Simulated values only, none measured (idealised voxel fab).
process module | voxel self aligned contacts
cross-section cut | 195 nm wide | cells 5 nm
A cross-section is a grid of square cells, given in bands from the top down. A band is one or more rows of cells.
Each band's line starts with the height of the band's top and of its bottom, in nm. Then come its materials from left to right, each with its width in nm. One material with "throughout" fills the band from edge to edge. "air" is empty space.
Height 0 is the level under which the wafer as received is all one material. The lowest band goes on downwards, as in "0 down".
A width such as "30 to 40" changes by the same amount from each row of cells to the next, from the band's top row to its bottom row.
"no change" after a step means that no cell of the cross-section changed.
closed voids: empty space of 8 cells or more with no open way to the top, each as width x height at its distance from the left edge, in nm
after a step's settings: what the simulator itself notes on the step
overlay nm, on a step with a mask: how far to the right of its planned place the mask lay; to the left if negative
plan
1 op RECEIVE | material Si
2 op CONFORMAL_DEP | material SiO2 | thk nm 5
3 op DIRECTIONAL_DEP | material polySi | thk nm 20
4 op DIRECTIONAL_DEP | material SiN | thk nm 15
5 op PATTERN | tone cover | mask id GATE | material resist | width nm 30 | pitch nm 65 | thk nm 15 | overlay nm 0
6 op DIRECTIONAL_ETCH | etch materials SiN | depth nm 15
7 op DIRECTIONAL_ETCH | etch materials polySi | depth nm 20
8 op STRIP | etch materials resist
9 op CONFORMAL_DEP | material SiN | thk nm 5
10 op DIRECTIONAL_ETCH | etch materials SiN | depth nm 5
11 op FILL_DEP | material SiO2 | thk nm 15
12 op CMP | height nm 50
13 op PATTERN | tone open | mask id CONTACT | material resist | width nm 45 | thk nm 20 | overlay nm 0
14 op DIRECTIONAL_ETCH | etch materials SiO2 | depth nm 50
15 op STRIP | etch materials resist
16 op CONFORMAL_DEP | material TiN | thk nm 5
17 op FILL_DEP | material Ru | thk nm 5
18 op CMP | height nm 50
19 op CONFORMAL_DEP | material SiCN | thk nm 5
first wafer, as planned
as received, after step 1
  0 down: Si throughout
  closed voids: none
after step 2
  5 to 0: SiO2 throughout
  below 0: unchanged
after step 3
  25 to 5: polySi throughout
  below 5: unchanged
after step 4
  40 to 25: SiN throughout
  below 25: unchanged
after step 5
  55 to 40: air 50 | resist 30 | air 35 | resist 30 | air 50
  below 40: unchanged
after step 6
  55 to 40: air 50 | resist 30 | air 35 | resist 30 | air 50
  40 to 25: air 50 | SiN 30 | air 35 | SiN 30 | air 50
  below 25: unchanged
after step 7
  55 to 40: air 50 | resist 30 | air 35 | resist 30 | air 50
  40 to 25: air 50 | SiN 30 | air 35 | SiN 30 | air 50
  25 to 5: air 50 | polySi 30 | air 35 | polySi 30 | air 50
  below 5: unchanged
after step 8
  40 to 25: air 50 | SiN 30 | air 35 | SiN 30 | air 50
  below 25: unchanged
after step 9
  45 to 25: air 45 | SiN 40 | air 25 | SiN 40 | air 45
  25 to 10: air 45 | SiN 5 | polySi 30 | SiN 5 | air 25 | SiN 5 | polySi 30 | SiN 5 | air 45
  10 to 5: SiN 50 | polySi 30 | SiN 35 | polySi 30 | SiN 50
  below 5: unchanged
after step 10
  40 to 25: air 45 | SiN 40 | air 25 | SiN 40 | air 45
  25 to 5: air 45 | SiN 5 | polySi 30 | SiN 5 | air 25 | SiN 5 | polySi 30 | SiN 5 | air 45
  below 5: unchanged
after step 11
  55 to 40: SiO2 throughout
  40 to 25: SiO2 45 | SiN 40 | SiO2 25 | SiN 40 | SiO2 45
  25 to 5: SiO2 45 | SiN 5 | polySi 30 | SiN 5 | SiO2 25 | SiN 5 | polySi 30 | SiN 5 | SiO2 45
  below 5: unchanged
after step 12
  50 to 40: SiO2 throughout
  below 40: unchanged
after step 13
  70 to 50: resist 75 | air 45 | resist 75
  below 50: unchanged
after step 14
  70 to 50: resist 75 | air 45 | resist 75
  50 to 40: SiO2 75 | air 45 | SiO2 75
  40 to 25: SiO2 45 | SiN 40 | air 25 | SiN 40 | SiO2 45
  25 to 5: SiO2 45 | SiN 5 | polySi 30 | SiN 5 | air 25 | SiN 5 | polySi 30 | SiN 5 | SiO2 45
  5 to 0: SiO2 85 | air 25 | SiO2 85
  below 0: unchanged
after step 15
  50 to 40: SiO2 75 | air 45 | SiO2 75
  below 40: unchanged
after step 16
  55 to 50: TiN 80 | air 35 | TiN 80
  50 to 40: SiO2 75 | TiN 5 to 15 | air 35 to 15 | TiN 5 to 15 | SiO2 75
  40 to 25: SiO2 45 | SiN 40 | TiN 5 | air 15 | TiN 5 | SiN 40 | SiO2 45
  25 to 5: SiO2 45 | SiN 5 | polySi 30 | SiN 5 | TiN 5 | air 15 | TiN 5 | SiN 5 | polySi 30 | SiN 5 | SiO2 45
  5 to 0: SiO2 85 | TiN 25 | SiO2 85
  below 0: unchanged
after step 17
  60 to 55: Ru throughout
  55 to 50: TiN 80 | Ru 35 | TiN 80
  50 to 40: SiO2 75 | TiN 5 to 15 | Ru 35 to 15 | TiN 5 to 15 | SiO2 75
  40 to 25: SiO2 45 | SiN 40 | TiN 5 | Ru 15 | TiN 5 | SiN 40 | SiO2 45
  25 to 5: SiO2 45 | SiN 5 | polySi 30 | SiN 5 | TiN 5 | Ru 15 | TiN 5 | SiN 5 | polySi 30 | SiN 5 | SiO2 45
  below 5: unchanged
after step 18
  50 to 40: SiO2 75 | TiN 5 to 15 | Ru 35 to 15 | TiN 5 to 15 | SiO2 75
  below 40: unchanged
after step 19
  55 to 50: SiCN throughout
  below 50: unchanged
second wafer: like start, like plan, one mistake. Through step 3 it matches the first wafer
when step 4 should have ended
  50 to 25: SiN throughout
  below 25: unchanged
when step 5 should have ended
  65 to 50: air 50 | resist 30 | air 35 | resist 30 | air 50
  below 50: unchanged
when step 6 should have ended
  65 to 50: air 50 | resist 30 | air 35 | resist 30 | air 50
  50 to 35: air 50 | SiN 30 | air 35 | SiN 30 | air 50
  below 35: unchanged
when step 7 should have ended: no change
when step 8 should have ended
  50 to 35: air 50 | SiN 30 | air 35 | SiN 30 | air 50
  below 35: unchanged
when step 9 should have ended
  55 to 40: air 45 | SiN 40 | air 25 | SiN 40 | air 45
  40 to 25: SiN throughout
  below 25: unchanged
when step 10 should have ended
  50 to 35: air 45 | SiN 40 | air 25 | SiN 40 | air 45
  below 35: unchanged
when step 11 should have ended
  65 to 50: SiO2 throughout
  50 to 35: SiO2 45 | SiN 40 | SiO2 25 | SiN 40 | SiO2 45
  below 35: unchanged
when step 12 should have ended
  50 to 35: SiO2 45 | SiN 40 | SiO2 25 | SiN 40 | SiO2 45
  below 35: unchanged
when step 13 should have ended
  70 to 50: resist 75 | air 45 | resist 75
  below 50: unchanged
when step 14 should have ended
  70 to 50: resist 75 | air 45 | resist 75
  50 to 35: SiO2 45 | SiN 40 | air 25 | SiN 40 | SiO2 45
  below 35: unchanged
when step 15 should have ended
  50 to 35: SiO2 45 | SiN 40 | air 25 | SiN 40 | SiO2 45
  below 35: unchanged
when step 16 should have ended
  55 to 50: TiN 90 | air 15 | TiN 90
  50 to 40: SiO2 45 | SiN 40 | TiN 5 | air 15 | TiN 5 | SiN 40 | SiO2 45
  40 to 35: SiO2 45 | SiN 40 | TiN 25 | SiN 40 | SiO2 45
  below 35: unchanged
when step 17 should have ended
  60 to 55: Ru throughout
  55 to 50: TiN 90 | Ru 15 | TiN 90
  50 to 40: SiO2 45 | SiN 40 | TiN 5 | Ru 15 | TiN 5 | SiN 40 | SiO2 45
  below 40: unchanged
when step 18 should have ended
  50 to 40: SiO2 45 | SiN 40 | TiN 5 | Ru 15 | TiN 5 | SiN 40 | SiO2 45
  below 40: unchanged
when step 19 should have ended
  55 to 50: SiCN throughout
  below 50: unchanged
what went wrong: step 4 ran as: op DIRECTIONAL_DEP | material SiN | thk nm 25
at the end the second wafer has, in cells: 25 fewer of Ru | 62 more of SiN | 127 fewer of SiO2 | 18 fewer of TiN | 108 more of polySi
